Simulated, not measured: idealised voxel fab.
The process module presented herein is designated voxel air gaps.
Section cut is 210 nm wide and gridded with 5 nm square cells.
This document writes a cross-section as a grid whose cells are square, and gives it as bands, listed from the top down; one or more rows of cells form a band.
Per band: top height and bottom height in nm, followed by the left-to-right materials and their widths in nm; "throughout" marks a single material spanning edge to edge, "blank" marks empty space.
Zero point of the height axis is 0; under it, received wafer = one material. Lowest band: continues down indefinitely, "z 0 and below".
It should be noted that a width expressed as "30->40" varies in equal increments from row to row of cells within the band, taking the value of the first number at the top row and that of the second number at the bottom row.
Any step labelled "remained unchanged" changed none of the cells in the cross-section.
"Unvented voids" contains a list of empty spaces, each no smaller than 8 cells and without an open way to the top, written in the form width x height at distance with the distance from the left edge and all three in nm.
If you see something after the settings on a step's line, that's the simulator's own remark about that step.
The "overlay nm" setting may appear on a step's line; for a step that uses a mask, it gives how far to the right of its planned position the mask lay, and a negative value indicates the left.

Planned process steps:
1,RECEIVE,material Si
2,CONFORMAL_DEP,material SiO2,thk nm 10
3,CONFORMAL_DEP,material SiCN,thk nm 5
4,DIRECTIONAL_DEP,material lowk,thk nm 35
5,DIRECTIONAL_DEP,material aC,thk nm 15
6,PATTERN,tone open,mask id LINES,material resist,width nm 15,pitch nm 45,thk nm 35,overlay nm 0
7,DIRECTIONAL_ETCH,etch materials aC,depth nm 15
8,STRIP,etch materials resist
9,DIRECTIONAL_ETCH,etch materials lowk,depth nm 35
10,STRIP,etch materials aC
11,CONFORMAL_DEP,material TiN,thk nm 5
12,FILL_DEP,material W,thk nm 10
13,CMP,height nm 50
14,EPI,material Ru,thk nm 10
15,SELECTIVE_ETCH,etch materials lowk,depth nm 45
16,CONFORMAL_DEP,material SiCN,thk nm 5

First of two wafers - as planned:

Incoming wafer, cross-sectional view, post step 1:
    z 0 and below  Si throughout
    Unvented voids: none

Cross-section of the wafer after step 2:
    z 10 to 0  SiO2 throughout
    Unchanged below 0.

Cross-section of the wafer after step 3:
    z 15 to 10  SiCN throughout
    Unchanged below 10.

Cross-section of the wafer after step 4:
    z 50 to 15  lowk throughout
    Unchanged below 15.

Cross-section of the wafer after step 5:
    z 65 to 50  aC throughout
    Unchanged below 50.

Cross-section of the wafer after step 6:
    z 100 to 65  resist 50; blank 15; resist 30; blank 15; resist 30; blank 15; resist 55
    Unchanged below 65.

Cross-section of the wafer after step 7:
    z 85 to 65  resist 50; blank 15; resist 30; blank 15; resist 30; blank 15; resist 55
    z 65 to 50  aC 50; blank 15; aC 30; blank 15; aC 30; blank 15; aC 55
    Unchanged below 50.

Cross-section of the wafer after step 8:
    z 65 to 50  aC 50; blank 15; aC 30; blank 15; aC 30; blank 15; aC 55
    Unchanged below 50.

Cross-section of the wafer after step 9:
    z 65 to 50  aC 50; blank 15; aC 30; blank 15; aC 30; blank 15; aC 55
    z 50 to 15  lowk 50; blank 15; lowk 30; blank 15; lowk 30; blank 15; lowk 55
    Unchanged below 15.

Cross-section of the wafer after step 10:
    z 50 to 15  lowk 50; blank 15; lowk 30; blank 15; lowk 30; blank 15; lowk 55
    Unchanged below 15.

Cross-section of the wafer after step 11:
    z 55 to 50  TiN 55; blank 5; TiN 40; blank 5; TiN 40; blank 5; TiN 60
    z 50 to 20  lowk 50; TiN 5; blank 5; TiN 5; lowk 30; TiN 5; blank 5; TiN 5; lowk 30; TiN 5; blank 5; TiN 5; lowk 55
    z 20 to 15  lowk 50; TiN 15; lowk 30; TiN 15; lowk 30; TiN 15; lowk 55
    Unchanged below 15.

Cross-section of the wafer after step 12:
    z 65 to 55  W throughout
    z 55 to 50  TiN 55; W 5; TiN 40; W 5; TiN 40; W 5; TiN 60
    z 50 to 20  lowk 50; TiN 5; W 5; TiN 5; lowk 30; TiN 5; W 5; TiN 5; lowk 30; TiN 5; W 5; TiN 5; lowk 55
    Unchanged below 20.

Cross-section of the wafer after step 13:
    z 50 to 20  lowk 50; TiN 5; W 5; TiN 5; lowk 30; TiN 5; W 5; TiN 5; lowk 30; TiN 5; W 5; TiN 5; lowk 55
    Unchanged below 20.

Cross-section of the wafer after step 14:
    z 60 to 50  blank 40; Ru 35; blank 10; Ru 35; blank 10; Ru 35; blank 45
    Unchanged below 50.

Cross-section of the wafer after step 15:
    z 60 to 50  blank 40; Ru 35; blank 10; Ru 35; blank 10; Ru 35; blank 45
    z 50 to 20  blank 50; TiN 5; W 5; TiN 5; blank 30; TiN 5; W 5; TiN 5; blank 30; TiN 5; W 5; TiN 5; blank 55
    z 20 to 15  blank 50; TiN 15; blank 30; TiN 15; blank 30; TiN 15; blank 55
    Unchanged below 15.

Cross-section of the wafer after step 16:
    z 65 to 60  blank 35; SiCN 135; blank 40
    z 60 to 50  blank 35; SiCN 5; Ru 35; SiCN 10; Ru 35; SiCN 10; Ru 35; SiCN 5; blank 40
    z 50 to 45  blank 35; SiCN 15; TiN 5; W 5; TiN 5; SiCN 30; TiN 5; W 5; TiN 5; SiCN 30; TiN 5; W 5; TiN 5; SiCN 15; blank 40
    z 45 to 20  blank 45; SiCN 5; TiN 5; W 5; TiN 5; SiCN 5; blank 20; SiCN 5; TiN 5; W 5; TiN 5; SiCN 5; blank 20; SiCN 5; TiN 5; W 5; TiN 5; SiCN 5; blank 50
    z 20 to 15  SiCN 50; TiN 15; SiCN 30; TiN 15; SiCN 30; TiN 15; SiCN 55
    Unchanged below 15.
    Unvented voids: 20 x 25 at 70; 20 x 25 at 115

The second wafer began exactly as the first did and followed the same plan, but one mistake was made while running it; through step 2 inclusive, the two wafers are identical:

Second wafer cross-section, taken as of the time the plan sets for step 3 to be done:
    z 25 to 10  SiCN throughout
    Unchanged below 10.

Second wafer cross-section, taken as of the time the plan sets for step 4 to be done:
    z 60 to 25  lowk throughout
    Unchanged below 25.

Second wafer cross-section, taken as of the time the plan sets for step 5 to be done:
    z 75 to 60  aC throughout
    Unchanged below 60.

Second wafer cross-section, taken as of the time the plan sets for step 6 to be done:
    z 110 to 75  resist 50; blank 15; resist 30; blank 15; resist 30; blank 15; resist 55
    Unchanged below 75.

Second wafer cross-section, taken as of the time the plan sets for step 7 to be done:
    z 95 to 75  resist 50; blank 15; resist 30; blank 15; resist 30; blank 15; resist 55
    z 75 to 60  aC 50; blank 15; aC 30; blank 15; aC 30; blank 15; aC 55
    Unchanged below 60.

Second wafer cross-section, taken as of the time the plan sets for step 8 to be done:
    z 75 to 60  aC 50; blank 15; aC 30; blank 15; aC 30; blank 15; aC 55
    Unchanged below 60.

Second wafer cross-section, taken as of the time the plan sets for step 9 to be done:
    z 75 to 60  aC 50; blank 15; aC 30; blank 15; aC 30; blank 15; aC 55
    z 60 to 25  lowk 50; blank 15; lowk 30; blank 15; lowk 30; blank 15; lowk 55
    Unchanged below 25.

Second wafer cross-section, taken as of the time the plan sets for step 10 to be done:
    z 60 to 25  lowk 50; blank 15; lowk 30; blank 15; lowk 30; blank 15; lowk 55
    Unchanged below 25.

Second wafer cross-section, taken as of the time the plan sets for step 11 to be done:
    z 65 to 60  TiN 55; blank 5; TiN 40; blank 5; TiN 40; blank 5; TiN 60
    z 60 to 30  lowk 50; TiN 5; blank 5; TiN 5; lowk 30; TiN 5; blank 5; TiN 5; lowk 30; TiN 5; blank 5; TiN 5; lowk 55
    z 30 to 25  lowk 50; TiN 15; lowk 30; TiN 15; lowk 30; TiN 15; lowk 55
    Unchanged below 25.

Second wafer cross-section, taken as of the time the plan sets for step 12 to be done:
    z 75 to 65  W throughout
    z 65 to 60  TiN 55; W 5; TiN 40; W 5; TiN 40; W 5; TiN 60
    z 60 to 30  lowk 50; TiN 5; W 5; TiN 5; lowk 30; TiN 5; W 5; TiN 5; lowk 30; TiN 5; W 5; TiN 5; lowk 55
    Unchanged below 30.

Second wafer cross-section, taken as of the time the plan sets for step 13 to be done:
    z 50 to 30  lowk 50; TiN 5; W 5; TiN 5; lowk 30; TiN 5; W 5; TiN 5; lowk 30; TiN 5; W 5; TiN 5; lowk 55
    Unchanged below 30.

Second wafer cross-section, taken as of the time the plan sets for step 14 to be done:
    z 60 to 50  blank 40; Ru 35; blank 10; Ru 35; blank 10; Ru 35; blank 45
    Unchanged below 50.

Second wafer cross-section, taken as of the time the plan sets for step 15 to be done:
    z 60 to 50  blank 40; Ru 35; blank 10; Ru 35; blank 10; Ru 35; blank 45
    z 50 to 30  blank 50; TiN 5; W 5; TiN 5; blank 30; TiN 5; W 5; TiN 5; blank 30; TiN 5; W 5; TiN 5; blank 55
    z 30 to 25  blank 50; TiN 15; blank 30; TiN 15; blank 30; TiN 15; blank 55
    Unchanged below 25.

Second wafer cross-section, taken as of the time the plan sets for step 16 to be done:
    z 65 to 60  blank 35; SiCN 135; blank 40
    z 60 to 50  blank 35; SiCN 5; Ru 35; SiCN 10; Ru 35; SiCN 10; Ru 35; SiCN 5; blank 40
    z 50 to 45  blank 35; SiCN 15; TiN 5; W 5; TiN 5; SiCN 30; TiN 5; W 5; TiN 5; SiCN 30; TiN 5; W 5; TiN 5; SiCN 15; blank 40
    z 45 to 30  blank 45; SiCN 5; TiN 5; W 5; TiN 5; SiCN 5; blank 20; SiCN 5; TiN 5; W 5; TiN 5; SiCN 5; blank 20; SiCN 5; TiN 5; W 5; TiN 5; SiCN 5; blank 50
    z 30 to 25  SiCN 50; TiN 15; SiCN 30; TiN 15; SiCN 30; TiN 15; SiCN 55
    Unchanged below 25.
    Unvented voids: 20 x 15 at 70; 20 x 15 at 115
Want to know what went wrong? step 3 was processed under conditions differing from the plan, specifically as CONFORMAL_DEP,material SiCN,thk nm 15
FYI, end of process, the second wafer has more or fewer cells of some materials than the first: 72 more of SiCN, 12 fewer of TiN, 6 fewer of W
